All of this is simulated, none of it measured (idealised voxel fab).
process module | voxel fin reveal
cross-section cut | 190 nm wide | cells 5 nm
A cross-section is a grid of square cells, given in bands from the top down. A band is one or more rows of cells.
Each band's line starts with the height of the band's top and of its bottom, in nm. Then come its materials from left to right, each with its width in nm. One material with "throughout" fills the band from edge to edge. "air" is empty space.
Height 0 is the level under which the wafer as received is all one material. The lowest band goes on downwards, as in "0 down".
A width such as "30 to 40" changes by the same amount from each row of cells to the next, from the band's top row to its bottom row.
"no change" after a step means that no cell of the cross-section changed.
closed voids: empty space of 8 cells or more with no open way to the top, each as width x height at its distance from the left edge, in nm
after a step's settings: what the simulator itself notes on the step
overlay nm, on a step with a mask: how far to the right of its planned place the mask lay; to the left if negative
Each pair below shows a cross-section before one step and the cross-section after it, down to the lowest band that changed. The line under each pair gives the step between them, with its settings. The pairs can come from different runs of this module on the same starting wafer, so a pair continues from the pair above only where its "before" says so.
before
  0 down: Si throughout
  closed voids: none
after
  5 to 0: SiN throughout
  below 0: unchanged
  closed voids: none
the step between: op CONFORMAL_DEP | material SiN | thk nm 5
before: the cross-section after the pair above
after
  5 to 0: air 65 | SiN 15 | air 30 | SiN 15 | air 65
  below 0: unchanged
  closed voids: none
the step between: op MASKED_ETCH | tone cover | mask id FINS | width nm 15 | pitch nm 45 | etch materials SiN | depth nm 5 | overlay nm 0
before: the cross-section after the pair above
after
  5 to 0: air 65 | SiN 15 | air 30 | SiN 15 | air 65
  0 to -40: air 65 | Si 15 | air 30 | Si 15 | air 65
  below -40: unchanged
  closed voids: none
the step between: op MASKED_ETCH | tone cover | mask id FINS | width nm 15 | pitch nm 45 | etch materials Si | depth nm 40 | overlay nm 0
before: the cross-section after the pair above
after
  20 to 5: SiO2 throughout
  5 to 0: SiO2 65 | SiN 15 | SiO2 30 | SiN 15 | SiO2 65
  0 to -40: SiO2 65 | Si 15 | SiO2 30 | Si 15 | SiO2 65
  below -40: unchanged
  closed voids: none
the step between: op FILL_DEP | material SiO2 | thk nm 15
before: the cross-section after the pair above
after
  5 to 0: SiO2 65 | SiN 15 | SiO2 30 | SiN 15 | SiO2 65
  below 0: unchanged
  closed voids: none
the step between: op CMP | height nm 5
before: the cross-section after the pair above
after
  5 to 0: air 65 | SiN 15 | air 30 | SiN 15 | air 65
  0 to -30: air 65 | Si 15 | air 30 | Si 15 | air 65
  below -30: unchanged
  closed voids: none
the step between: op SELECTIVE_ETCH | etch materials SiO2 | depth nm 35
before: the cross-section after the pair above
after
  0 to -30: air 65 | Si 15 | air 30 | Si 15 | air 65
  below -30: unchanged
  closed voids: none
the step between: op STRIP | etch materials SiN
before
  20 to 5: SiO2 throughout
  5 to 0: SiO2 65 | SiN 15 | SiO2 30 | SiN 15 | SiO2 65
  0 to -40: SiO2 65 | Si 15 | SiO2 30 | Si 15 | SiO2 65
  -40 down: Si throughout
  closed voids: none
after
  35 to 5: SiO2 throughout
  below 5: unchanged
  closed voids: none
the step between: op FILL_DEP | material SiO2 | thk nm 15
before: the cross-section after the pair above
after
  5 to 0: SiO2 65 | SiN 15 | SiO2 30 | SiN 15 | SiO2 65
  below 0: unchanged
  closed voids: none
the step between: op CMP | height nm 5
before: the cross-section after the pair above
after
  5 to 0: SiO2 65 | air 15 | SiO2 30 | air 15 | SiO2 65
  below 0: unchanged
  closed voids: none
the step between: op STRIP | etch materials SiN
before: the cross-section after the pair above
after
  0 to -30: air 65 | Si 15 | air 30 | Si 15 | air 65
  -30 to -35: SiO2 30 | air 35 | Si 15 | air 30 | Si 15 | air 35 | SiO2 30
  below -35: unchanged
  closed voids: none
the step between: op SELECTIVE_ETCH | etch materials SiO2 | depth nm 35
before
  5 to 0: air 65 | SiN 15 | air 30 | SiN 15 | air 65
  0 down: Si throughout
  closed voids: none
after
  5 to 0: air 65 | SiN 15 | air 30 | SiN 15 | air 65
  0 to -45: air 65 | Si 15 | air 30 | Si 15 | air 65
  below -45: unchanged
  closed voids: none
the step between: op MASKED_ETCH | tone cover | mask id FINS | width nm 15 | pitch nm 45 | etch materials Si | depth nm 45 | overlay nm 0
before: the cross-section after the pair above
after
  20 to 5: SiO2 throughout
  5 to 0: SiO2 65 | SiN 15 | SiO2 30 | SiN 15 | SiO2 65
  0 to -45: SiO2 65 | Si 15 | SiO2 30 | Si 15 | SiO2 65
  below -45: unchanged
  closed voids: none
the step between: op FILL_DEP | material SiO2 | thk nm 15
before: the cross-section after the pair above
after
  5 to 0: SiO2 65 | SiN 15 | SiO2 30 | SiN 15 | SiO2 65
  below 0: unchanged
  closed voids: none
the step between: op CMP | height nm 5
before: the cross-section after the pair above
after
  5 to 0: air 65 | SiN 15 | air 30 | SiN 15 | air 65
  0 to -30: air 65 | Si 15 | air 30 | Si 15 | air 65
  below -30: unchanged
  closed voids: none
the step between: op SELECTIVE_ETCH | etch materials SiO2 | depth nm 35
before: the cross-section after the pair above
after
  0 to -30: air 65 | Si 15 | air 30 | Si 15 | air 65
  below -30: unchanged
  closed voids: none
the step between: op STRIP | etch materials SiN
before
  5 to 0: air 65 | SiN 15 | air 30 | SiN 15 | air 65
  0 to -30: air 65 | Si 15 | air 30 | Si 15 | air 65
  -30 to -40: SiO2 65 | Si 15 | SiO2 30 | Si 15 | SiO2 65
  -40 down: Si throughout
  closed voids: none
after
  5 to 0: air 65 | SiN 15 | air 30 | SiN 15 | air 65
  0 to -40: air 65 | Si 15 | air 30 | Si 15 | air 65
  below -40: unchanged
  closed voids: none
the step between: op STRIP | etch materials SiO2
